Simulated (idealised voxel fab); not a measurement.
Herein follows the process module entitled voxel gate over fins.
cross-section cut | 210 nm wide | cells 5 nm
When this document writes out a cross-section, it uses a grid of square cells and lists it as bands, beginning at the top and moving down, with a band standing for one or more rows of cells. The band entry comprises the height of the band's top followed by the height of its bottom, expressed in nm, and subsequently the band's materials from left to right, each stated together with its width in nm. Where a single material is marked with the word "everywhere", that material fills the band from edge to edge. The word "empty" represents empty space. We count height from 0. Below that, the starting wafer is all one material. The lowest band never ends at the bottom but goes on down; see "from 0 down" for how that is written. Width: "30->40" (first number = top row, second number = bottom row, same change from row to row of cells). You'll sometimes find "stayed the same" written for a step, and that's the way of saying that nowhere in the cross-section did a cell change during that step. If an empty space has no open way to the top and is at least 8 cells in size, "Sealed cavities" lists it, written width x height at distance, where distance is measured from the left edge and every value is in nm. If you see something after the settings on a step's line, that's the simulator's own remark about that step. Regarding "overlay nm": on a step with a mask, it is the distance the mask lay to the right of its planned place; a negative value places it to the left.

[The planned process steps are enumerated hereunder]
| 1 | RECEIVE (material Si) |
| 2 | CONFORMAL_DEP (material SiN; thk nm 10) |
| 3 | MASKED_ETCH (tone cover; mask id FINS; width nm 15; pitch nm 35; etch materials SiN; depth nm 10; overlay nm 0) |
| 4 | MASKED_ETCH (tone cover; mask id FINS; width nm 15; pitch nm 35; etch materials Si; depth nm 40; overlay nm 0) |
| 5 | OXIDIZE (depth nm 5) |
| 6 | FILL_DEP (material SiO2; thk nm 10) |
| 7 | CMP (height nm 10) |
| 8 | SELECTIVE_ETCH (etch materials SiO2; depth nm 20) |
| 9 | STRIP (etch materials SiN) |
| 10 | CONFORMAL_DEP (material HfO2; thk nm 5) |
| 11 | CONFORMAL_DEP (material TiN; thk nm 5) |
| 12 | FILL_DEP (material W; thk nm 10) |
| 13 | CMP (height nm 15) |
| 14 | CONFORMAL_DEP (material SiCN; thk nm 10) |

[The cross-section here shows the wafer as received, i.e. in its state after step 1]
- from 0 down = Si everywhere
- Sealed cavities: none

[Here's the cross-section of the first of our two wafers at the end of the module - it ran as planned]
- from 25 to 15 = SiCN everywhere
- from 15 to 10 = W everywhere
- from 10 to 5 = 75 W, 25 TiN, 10 W, 25 TiN, 75 W
- from 5 to 0 = 75 W, 5 TiN, 15 HfO2, 5 TiN, 10 W, 5 TiN, 15 HfO2, 5 TiN, 75 W
- from 0 to -5 = 80 TiN, 5 HfO2, 5 Si, 5 HfO2, 20 TiN, 5 HfO2, 5 Si, 5 HfO2, 80 TiN
- from -5 to -10 = 85 HfO2, 5 Si, 30 HfO2, 5 Si, 85 HfO2
- from -10 to -45 = 85 SiO2, 5 Si, 30 SiO2, 5 Si, 85 SiO2
- from -45 down = Si everywhere
- Sealed cavities: none

[Wafer two, end of module, cross-section. Same start, same plan as wafer one. One mistake in the run]
- from 25 to 15 = SiCN everywhere
- from 15 to 10 = W everywhere
- from 10 to 5 = 75 W, 30 TiN, 5 W, 30 TiN, 70 W
- from 5 to 0 = 75 W, 5 TiN, 20 HfO2, 5 TiN, 5 W, 5 TiN, 20 HfO2, 5 TiN, 70 W
- from 0 to -5 = 80 TiN, 5 HfO2, 10 Si, 5 HfO2, 15 TiN, 5 HfO2, 10 Si, 5 HfO2, 75 TiN
- from -5 to -10 = 85 HfO2, 10 Si, 25 HfO2, 10 Si, 80 HfO2
- from -10 to -45 = 85 SiO2, 10 Si, 25 SiO2, 10 Si, 80 SiO2
- from -45 down = Si everywhere
- Sealed cavities: none
Error vs. plan: step 3 changed vs plan, executed as MASKED_ETCH (tone cover; mask id FINS; width nm 20; pitch nm 35; etch materials SiN; depth nm 10; overlay nm 0)
Counted in cells at the end, the second wafer holds more or fewer of these materials than the first: 18 more of Si, 14 fewer of SiO2, 4 fewer of W
